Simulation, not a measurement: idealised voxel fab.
process module | voxel gate over fins
FYI the section here is cut, 220 nm wide, cells are 5 nm squares.
Cross-sections here: square-cell grids, written as top-down lists of bands, a band being one or more rows of cells.
For a band, the entry starts with two heights in nm, that of the top and then that of the bottom, and carries on with the band's materials in order from left to right, each alongside its width in nm; the word "all across" beside a single material means it fills the band edge to edge, and "blank" means empty space.
Height reference: 0 = level under which incoming wafer is all one material. Lowest band: no bottom, runs on downward, e.g. "from 0 down".
Width: "30 to 40" (first number = top row, second number = bottom row, same change from row to row of cells).
Key: "remained the same" - step with no changed cell in the cross-section.
Enclosed voids (no open way to top), threshold 8 cells or more, entry "Closed internal cavities", notation width x height at distance, distance from left edge, nm.
Whatever follows a step's settings on its line is a remark the simulator itself makes about that step.
On any step carrying a mask, the "overlay nm" setting, if present on the step's line, tells how far right of its planned place the mask lay; negative values point to the left.
**Steps planned for the process**
| 1 | RECEIVE [material Si] |
| 2 | CONFORMAL_DEP [material SiN] [thk nm 10] |
| 3 | PATTERN [tone cover] [mask id FINS] [material resist] [width nm 15] [pitch nm 50] [thk nm 15] [overlay nm 0] |
| 4 | DIRECTIONAL_ETCH [etch materials SiN] [depth nm 10] |
| 5 | DIRECTIONAL_ETCH [etch materials Si] [depth nm 35] |
| 6 | STRIP [etch materials resist] |
| 7 | OXIDIZE [depth nm 5] |
| 8 | FILL_DEP [material SiO2] [thk nm 10] |
| 9 | CMP [height nm 10] |
| 10 | PATTERN [tone open] [mask id RAIL] [material resist] [width nm 15] [thk nm 20] [overlay nm 0] |
| 11 | DIRECTIONAL_ETCH [etch materials SiO2] [depth nm 40] |
| 12 | STRIP [etch materials resist] |
| 13 | CONFORMAL_DEP [material TiN] [thk nm 5] |
| 14 | FILL_DEP [material W] [thk nm 5] |
| 15 | CMP [height nm 10] |
| 16 | SELECTIVE_ETCH [etch materials W Ru TiN] [depth nm 30] |
| 17 | FILL_DEP [material SiO2] [thk nm 5] |
| 18 | CMP [height nm 10] |
| 19 | SELECTIVE_ETCH [etch materials SiO2] [depth nm 25] |
| 20 | STRIP [etch materials SiN] |
| 21 | CONFORMAL_DEP [material HfO2] [thk nm 5] |
| 22 | CONFORMAL_DEP [material TiN] [thk nm 5] |
| 23 | FILL_DEP [material W] [thk nm 15] |
| 24 | CMP [height nm 20] |
| 25 | CONFORMAL_DEP [material SiCN] [thk nm 10] |
**As received (post step 1): cross-section**
  from 0 down = Si all across
  Closed internal cavities: none
**Here's the wafer cut in cross-section after the module, started and planned just like above, except one thing was done wrong in the run**
  from 30 to 20 = SiCN all across
  from 20 to 10 = W all across
  from 10 to 5 = W: 15, then TiN: 25, then W: 25, then TiN: 25, then W: 25, then TiN: 25, then W: 25, then TiN: 25, then W: 30
  from 5 to 0 = W: 15, then TiN: 5, then HfO2: 15, then TiN: 5, then W: 25, then TiN: 5, then HfO2: 15, then TiN: 5, then W: 25, then TiN: 5, then HfO2: 15, then TiN: 5, then W: 25, then TiN: 5, then HfO2: 15, then TiN: 5, then W: 30
  from 0 to -5 = W: 15, then TiN: 5, then HfO2: 5, then Si: 5, then HfO2: 5, then TiN: 5, then W: 25, then TiN: 5, then HfO2: 5, then Si: 5, then HfO2: 5, then TiN: 5, then W: 25, then TiN: 5, then HfO2: 5, then Si: 5, then HfO2: 5, then TiN: 5, then W: 25, then TiN: 5, then HfO2: 5, then Si: 5, then HfO2: 5, then TiN: 5, then W: 30
  from -5 to -10 = TiN: 20, then HfO2: 5, then Si: 5, then HfO2: 5, then TiN: 35, then HfO2: 5, then Si: 5, then HfO2: 5, then TiN: 35, then HfO2: 5, then Si: 5, then HfO2: 5, then TiN: 35, then HfO2: 5, then Si: 5, then HfO2: 5, then TiN: 35
  from -10 to -15 = HfO2: 25, then Si: 5, then HfO2: 45, then Si: 5, then HfO2: 45, then Si: 5, then HfO2: 45, then Si: 5, then HfO2: 40
  from -15 to -20 = SiO2: 25, then Si: 5, then SiO2: 45, then Si: 5, then SiO2: 45, then Si: 5, then SiO2: 45, then Si: 5, then SiO2: 40
  from -20 to -25 = SiO2: 25, then Si: 5, then SiO2: 20, then TiN: 5, then W: 5, then TiN: 5, then SiO2: 10, then Si: 5, then SiO2: 45, then Si: 5, then SiO2: 45, then Si: 5, then SiO2: 40
  from -25 to -30 = SiO2: 25, then Si: 5, then SiO2: 20, then TiN: 15, then SiO2: 10, then Si: 5, then SiO2: 45, then Si: 5, then SiO2: 45, then Si: 5, then SiO2: 40
  from -30 to -40 = SiO2: 25, then Si: 5, then SiO2: 45, then Si: 5, then SiO2: 45, then Si: 5, then SiO2: 45, then Si: 5, then SiO2: 40
  from -40 down = Si all across
  Closed internal cavities: none
What went wrong in running the wafer? step 3 ran as: PATTERN [tone cover] [mask id FINS] [material resist] [width nm 15] [pitch nm 50] [thk nm 15] [overlay nm -5]
